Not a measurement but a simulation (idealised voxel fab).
Process module under the name voxel transistor to metal
Section shown: cut. Width: 175 nm. Cell size: 5 nm, square.
A cross-section is a grid of square cells, given in bands from the top down. A band is one or more rows of cells. The band entry comprises the height of the band's top followed by the height of its bottom, expressed in nm, and subsequently the band's materials from left to right, each stated together with its width in nm. Where a single material is marked with the word "everywhere", that material fills the band from edge to edge. The word "air" represents empty space. For the purposes of this specification, 0 denotes the height below which the wafer in its as-received condition is composed wholly of one material, and the lowermost band, lacking a lower limit, extends downward without end, as expressed in "from 0 down". The width entry "30->40" should be interpreted row by row: the top row of cells in the band takes the first number, the bottom row takes the second number, and the change between adjacent rows is uniform throughout. Where the words "everything unchanged" appear for a step, the cross-section shows no cell changed by that step; every cell remained as before. "Voids, enclosed" lists enclosed empty spaces (at least 8 cells, no open path upward to the top), each as width x height at distance from the left edge, in nm. Text after the settings on a step's line: the simulator's own remark on that step. A step line may carry the setting "overlay nm", which, for steps involving a mask, states the distance by which the mask lay to the right of its intended position; negative values denote displacement to the left.
## Process steps - plan
1,RECEIVE with material Si
2,OXIDIZE with depth nm 5
3,CONFORMAL_DEP with material SiN, thk nm 15
4,MASKED_ETCH with tone cover, mask id ACTIVE, width nm 135, etch materials SiN, depth nm 15, overlay nm 0
5,MASKED_ETCH with tone cover, mask id ACTIVE, width nm 135, etch materials SiO2, depth nm 5, overlay nm 0
6,MASKED_ETCH with tone cover, mask id ACTIVE, width nm 135, etch materials Si, depth nm 30, overlay nm 0
7,FILL_DEP with material SiO2, thk nm 10
8,CMP with height nm 15
9,SELECTIVE_ETCH with etch materials SiO2, depth nm 5
10,STRIP with etch materials SiN
11,SELECTIVE_ETCH with etch materials SiO2, depth nm 5
12,OXIDIZE with depth nm 5
13,DIRECTIONAL_DEP with material polySi, thk nm 25
14,DIRECTIONAL_DEP with material SiCN, thk nm 15
15,PATTERN with tone cover, mask id GATE, material resist, width nm 35, thk nm 20, overlay nm 0
16,DIRECTIONAL_ETCH with etch materials SiCN, depth nm 25
17,DIRECTIONAL_ETCH with etch materials polySi, depth nm 35
18,STRIP with etch materials resist
19,CONFORMAL_DEP with material SiO2, thk nm 5
20,DIRECTIONAL_ETCH with etch materials SiO2, depth nm 5
21,CONFORMAL_DEP with material SiN, thk nm 5
22,DIRECTIONAL_ETCH with etch materials SiN, depth nm 5
23,DIRECTIONAL_ETCH with etch materials SiO2, depth nm 5
24,DIRECTIONAL_ETCH with etch materials Si, depth nm 5
25,EPI with material SiGe, thk nm 10
26,FILL_DEP with material SiO2, thk nm 10
27,CMP with height nm 20
28,STRIP with etch materials polySi
29,SELECTIVE_ETCH with etch materials SiO2, depth nm 5
30,CONFORMAL_DEP with material HfO2, thk nm 5
31,CONFORMAL_DEP with material TiN, thk nm 5
32,FILL_DEP with material W, thk nm 5
33,CMP with height nm 15
34,DIRECTIONAL_DEP with material SiO2, thk nm 10
35,MASKED_ETCH with tone open, mask id CONTACT, width nm 20, pitch nm 95, etch materials SiO2, depth nm 30, overlay nm 0
36,CONFORMAL_DEP with material TiN, thk nm 5
37,FILL_DEP with material Ru, thk nm 10
38,CMP with height nm 25
39,DIRECTIONAL_DEP with material TiN, thk nm 5
40,DIRECTIONAL_DEP with material Ru, thk nm 20
41,DIRECTIONAL_DEP with material aC, thk nm 10
42,PATTERN with tone cover, mask id METAL_1, material resist, width nm 20, pitch nm 95, thk nm 30, overlay nm 0
43,DIRECTIONAL_ETCH with etch materials aC, depth nm 10
44,STRIP with etch materials resist
45,DIRECTIONAL_ETCH with etch materials Ru, depth nm 20
46,DIRECTIONAL_ETCH with etch materials TiN, depth nm 5
47,STRIP with etch materials aC
48,FILL_DEP with material SiO2, thk nm 5
49,CMP with height nm 50
50,CONFORMAL_DEP with material SiCN, thk nm 5
51,DIRECTIONAL_DEP with material lowk, thk nm 30
52,MASKED_ETCH with tone open, mask id METAL_2, width nm 20, pitch nm 95, etch materials lowk, depth nm 20, overlay nm 0
53,PATTERN with tone open, mask id METAL_2_HOLES, material resist, width nm 15, pitch nm 95, thk nm 15, overlay nm 0
54,DIRECTIONAL_ETCH with etch materials lowk, depth nm 10
55,DIRECTIONAL_ETCH with etch materials SiCN, depth nm 5
56,STRIP with etch materials resist
57,CONFORMAL_DEP with material TiN, thk nm 5
58,FILL_DEP with material Cu, thk nm 5
59,CMP with height nm 85
60,CONFORMAL_DEP with material SiN, thk nm 5
## Shown in cross-section is the wafer as received, that is, as it stands after step 1
    from 0 down  Si everywhere
    Voids, enclosed: none
## Module complete - cross-section of the first of two wafers, run according to plan
    from 90 to 85  SiN everywhere
    from 85 to 70  30 of lowk / 5 of TiN / 10 of Cu / 5 of TiN / 75 of lowk / 5 of TiN / 10 of Cu / 5 of TiN / 30 of lowk
    from 70 to 65  30 of lowk / 5 of TiN / 5 of Cu / 10 of TiN / 75 of lowk / 5 of TiN / 5 of Cu / 10 of TiN / 30 of lowk
    from 65 to 55  30 of lowk / 5 of TiN / 5 of Cu / 5 of TiN / 80 of lowk / 5 of TiN / 5 of Cu / 5 of TiN / 35 of lowk
    from 55 to 50  30 of SiCN / 15 of TiN / 80 of SiCN / 15 of TiN / 35 of SiCN
    from 50 to 30  30 of SiO2 / 20 of Ru / 75 of SiO2 / 20 of Ru / 30 of SiO2
    from 30 to 25  30 of SiO2 / 20 of TiN / 75 of SiO2 / 20 of TiN / 30 of SiO2
    from 25 to 15  30 of SiO2 / 5 of TiN / 10 of Ru / 5 of TiN / 75 of SiO2 / 5 of TiN / 10 of Ru / 5 of TiN / 30 of SiO2
    from 15 to 5  30 of SiO2 / 5 of TiN / 10 of Ru / 5 of TiN / 10 of SiO2 / 5 of SiN / 5 of HfO2 / 5 of TiN / 25 of W / 5 of TiN / 5 of HfO2 / 5 of SiN / 10 of SiO2 / 5 of TiN / 10 of Ru / 5 of TiN / 30 of SiO2
    from 5 to 0  20 of SiO2 / 5 of SiN / 5 of SiO2 / 10 of TiN / 5 of Ru / 5 of TiN / 10 of SiO2 / 5 of SiN / 5 of HfO2 / 5 of TiN / 25 of W / 5 of TiN / 5 of HfO2 / 5 of SiN / 10 of SiO2 / 5 of TiN / 5 of Ru / 10 of TiN / 5 of SiO2 / 5 of SiN / 20 of SiO2
    from 0 to -5  20 of SiO2 / 5 of SiN / 10 of SiGe / 15 of TiN / 10 of SiGe / 5 of SiN / 5 of HfO2 / 35 of TiN / 5 of HfO2 / 5 of SiN / 10 of SiGe / 15 of TiN / 10 of SiGe / 5 of SiN / 20 of SiO2
    from -5 to -10  25 of SiO2 / 35 of SiGe / 5 of SiO2 / 45 of HfO2 / 5 of SiO2 / 35 of SiGe / 25 of SiO2
    from -10 to -15  20 of SiO2 / 5 of Si / 35 of SiGe / 55 of Si / 35 of SiGe / 5 of Si / 20 of SiO2
    from -15 to -35  20 of SiO2 / 135 of Si / 20 of SiO2
    from -35 down  Si everywhere
    Voids, enclosed: none
## Wafer two, end of module, cross-section. Same start, same plan as wafer one. One mistake in the run
    from 90 to 85  SiN everywhere
    from 85 to 80  Cu everywhere
    from 80 to 75  35 of TiN / 10 of Cu / 85 of TiN / 10 of Cu / 35 of TiN
    from 75 to 55  30 of lowk / 5 of TiN / 10 of Cu / 5 of TiN / 75 of lowk / 5 of TiN / 10 of Cu / 5 of TiN / 30 of lowk
    from 55 to 50  30 of SiCN / 20 of TiN / 75 of SiCN / 20 of TiN / 30 of SiCN
    from 50 to 30  30 of SiO2 / 20 of Ru / 75 of SiO2 / 20 of Ru / 30 of SiO2
    from 30 to 25  30 of SiO2 / 20 of TiN / 75 of SiO2 / 20 of TiN / 30 of SiO2
    from 25 to 15  30 of SiO2 / 5 of TiN / 10 of Ru / 5 of TiN / 75 of SiO2 / 5 of TiN / 10 of Ru / 5 of TiN / 30 of SiO2
    from 15 to 5  30 of SiO2 / 5 of TiN / 10 of Ru / 5 of TiN / 10 of SiO2 / 5 of SiN / 5 of HfO2 / 5 of TiN / 25 of W / 5 of TiN / 5 of HfO2 / 5 of SiN / 10 of SiO2 / 5 of TiN / 10 of Ru / 5 of TiN / 30 of SiO2
    from 5 to 0  20 of SiO2 / 5 of SiN / 5 of SiO2 / 10 of TiN / 5 of Ru / 5 of TiN / 10 of SiO2 / 5 of SiN / 5 of HfO2 / 5 of TiN / 25 of W / 5 of TiN / 5 of HfO2 / 5 of SiN / 10 of SiO2 / 5 of TiN / 5 of Ru / 10 of TiN / 5 of SiO2 / 5 of SiN / 20 of SiO2
    from 0 to -5  20 of SiO2 / 5 of SiN / 10 of SiGe / 15 of TiN / 10 of SiGe / 5 of SiN / 5 of HfO2 / 35 of TiN / 5 of HfO2 / 5 of SiN / 10 of SiGe / 15 of TiN / 10 of SiGe / 5 of SiN / 20 of SiO2
    from -5 to -10  25 of SiO2 / 35 of SiGe / 5 of SiO2 / 45 of HfO2 / 5 of SiO2 / 35 of SiGe / 25 of SiO2
    from -10 to -15  20 of SiO2 / 5 of Si / 35 of SiGe / 55 of Si / 35 of SiGe / 5 of Si / 20 of SiO2
    from -15 to -35  20 of SiO2 / 135 of Si / 20 of SiO2
    from -35 down  Si everywhere
    Voids, enclosed: none
Plan not followed: no execution of plan step 53; skipped
Wafer comparison, final, in cells, second relative to first, materials more or fewer: +37 Cu | -2 SiCN | +23 TiN | -58 lowk
